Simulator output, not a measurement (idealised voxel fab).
voxel capacitor over wiring: a process module
We display cut, a cross-section 270 nm in width whose square cells are each 5 nm.
Cross-section = grid of square cells, listed top down in bands; band = one or more rows.
For a band, the entry starts with two heights in nm, that of the top and then that of the bottom, and carries on with the band's materials in order from left to right, each alongside its width in nm; the word "edge to edge" beside a single material means it fills the band edge to edge, and "air" means empty space.
For the purposes of this specification, 0 denotes the height below which the wafer in its as-received condition is composed wholly of one material, and the lowermost band, lacking a lower limit, extends downward without end, as expressed in "top 0, no bottom".
So if you see something like "30->40" for the width, read it as the top row of the band sitting at the first number and the bottom row at the second, with every row in between moving by the same amount as the last.
The cross-section has no changed cell in any step marked "no alteration".
What "Closed empty spaces" gives you is every empty space of 8 cells or more that is cut off from the top. Each appears as width x height at distance, with the distance taken from the left edge and width, height and distance all in nm.
Text after the settings on a step's line: the simulator's own remark on that step.
The "overlay nm" setting may appear on a step's line; for a step that uses a mask, it gives how far to the right of its planned position the mask lay, and a negative value indicates the left.
Below is the list of planned process steps:
1) op RECEIVE | material Si
2) op CONFORMAL_DEP | material SiO2 | thk nm 15
3) op CONFORMAL_DEP | material SiN | thk nm 5
4) op DIRECTIONAL_DEP | material lowk | thk nm 20
5) op DIRECTIONAL_DEP | material aC | thk nm 10
6) op PATTERN | tone open | mask id METAL_1 | material resist | width nm 20 | pitch nm 75 | thk nm 30 | overlay nm 0
7) op DIRECTIONAL_ETCH | etch materials aC | depth nm 10
8) op STRIP | etch materials resist
9) op DIRECTIONAL_ETCH | etch materials lowk | depth nm 20
10) op DIRECTIONAL_ETCH | etch materials SiN | depth nm 5
11) op STRIP | etch materials aC
12) op CONFORMAL_DEP | material TiN | thk nm 5
13) op FILL_DEP | material W | thk nm 10
14) op CMP | height nm 40
15) op EPI | material Ru | thk nm 5
16) op FILL_DEP | material SiCN | thk nm 5
17) op DIRECTIONAL_DEP | material lowk | thk nm 20
18) op DIRECTIONAL_DEP | material aC | thk nm 15
19) op PATTERN | tone open | mask id PLUG_1 | material resist | width nm 15 | thk nm 35 | overlay nm 0
20) op DIRECTIONAL_ETCH | etch materials aC | depth nm 15
21) op STRIP | etch materials resist
22) op DIRECTIONAL_ETCH | etch materials lowk | depth nm 20
23) op DIRECTIONAL_ETCH | etch materials SiCN | depth nm 5
24) op STRIP | etch materials aC
25) op CONFORMAL_DEP | material TiN | thk nm 5
26) op FILL_DEP | material W | thk nm 10
27) op CMP | height nm 70
28) op DIRECTIONAL_DEP | material TiN | thk nm 10
29) op DIRECTIONAL_DEP | material SiN | thk nm 5
30) op DIRECTIONAL_DEP | material TiN | thk nm 5
31) op MASKED_ETCH | tone cover | mask id UPPER_PLATE | width nm 60 | etch materials TiN | depth nm 5 | overlay nm 0
32) op MASKED_ETCH | tone cover | mask id UPPER_PLATE | width nm 60 | etch materials SiN | depth nm 5 | overlay nm 0
33) op PATTERN | tone cover | mask id LOWER_PLATE | material resist | width nm 70 | thk nm 15 | overlay nm 0
34) op DIRECTIONAL_ETCH | etch materials TiN | depth nm 10
35) op STRIP | etch materials resist
36) op FILL_DEP | material SiO2 | thk nm 15
37) op CMP | height nm 100
38) op DIRECTIONAL_DEP | material aC | thk nm 10
39) op PATTERN | tone open | mask id PLUG_2 | material resist | width nm 15 | thk nm 30 | overlay nm 0
40) op DIRECTIONAL_ETCH | etch materials aC | depth nm 10
41) op STRIP | etch materials resist
42) op DIRECTIONAL_ETCH | etch materials SiO2 | depth nm 10
43) op STRIP | etch materials aC
44) op CONFORMAL_DEP | material TiN | thk nm 5
45) op FILL_DEP | material Ru | thk nm 10
46) op CMP | height nm 100
47) op CONFORMAL_DEP | material SiN | thk nm 5
Wafer at receipt (post step 1), cross-section:
top 0, no bottom: Si edge to edge
Closed empty spaces: none
Sectioned view, first of two wafers, at the close of the module, processed as intended in the plan:
top 105, bottom 100: SiN edge to edge
top 100, bottom 95: SiO2 100 / TiN 5 / Ru 5 / TiN 5 / SiO2 155
top 95, bottom 85: SiO2 100->90 / TiN 15->60 / SiO2 155->120
top 85, bottom 80: SiO2 90 / SiN 60 / SiO2 120
top 80, bottom 70: SiO2 85 / TiN 70 / SiO2 115
top 70, bottom 50: lowk 90 / TiN 5 / W 5 / TiN 5 / lowk 165
top 50, bottom 45: SiCN 90 / TiN 15 / SiCN 165
top 45, bottom 40: SiCN 80 / Ru 30 / SiCN 45 / Ru 30 / SiCN 85
top 40, bottom 20: lowk 85 / TiN 5 / W 10 / TiN 5 / lowk 55 / TiN 5 / W 10 / TiN 5 / lowk 90
top 20, bottom 15: SiN 85 / TiN 20 / SiN 55 / TiN 20 / SiN 90
top 15, bottom 0: SiO2 edge to edge
top 0, no bottom: Si edge to edge
Closed empty spaces: none
Second wafer of the two, sectioned at the end of the module. It began like the first and followed the same plan, but one mistake was made while running it:
top 105, bottom 100: SiN edge to edge
top 100, bottom 95: SiO2 105 / TiN 5 / Ru 5 / TiN 5 / SiO2 150
top 95, bottom 85: SiO2 105->90 / TiN 15->60 / SiO2 150->120
top 85, bottom 80: SiO2 90 / SiN 60 / SiO2 120
top 80, bottom 70: SiO2 85 / TiN 70 / SiO2 115
top 70, bottom 50: lowk 90 / TiN 5 / W 5 / TiN 5 / lowk 165
top 50, bottom 45: SiCN 90 / TiN 15 / SiCN 165
top 45, bottom 40: SiCN 80 / Ru 30 / SiCN 45 / Ru 30 / SiCN 85
top 40, bottom 20: lowk 85 / TiN 5 / W 10 / TiN 5 / lowk 55 / TiN 5 / W 10 / TiN 5 / lowk 90
top 20, bottom 15: SiN 85 / TiN 20 / SiN 55 / TiN 20 / SiN 90
top 15, bottom 0: SiO2 edge to edge
top 0, no bottom: Si edge to edge
Closed empty spaces: none
Plan not followed: the process deviated at step 39: the operation and settings actually run there were op PATTERN | tone open | mask id PLUG_2 | material resist | width nm 15 | thk nm 30 | overlay nm 5
Matching per-material cell counts, mismatched positions: that is how the second wafer compares with the first at the end.
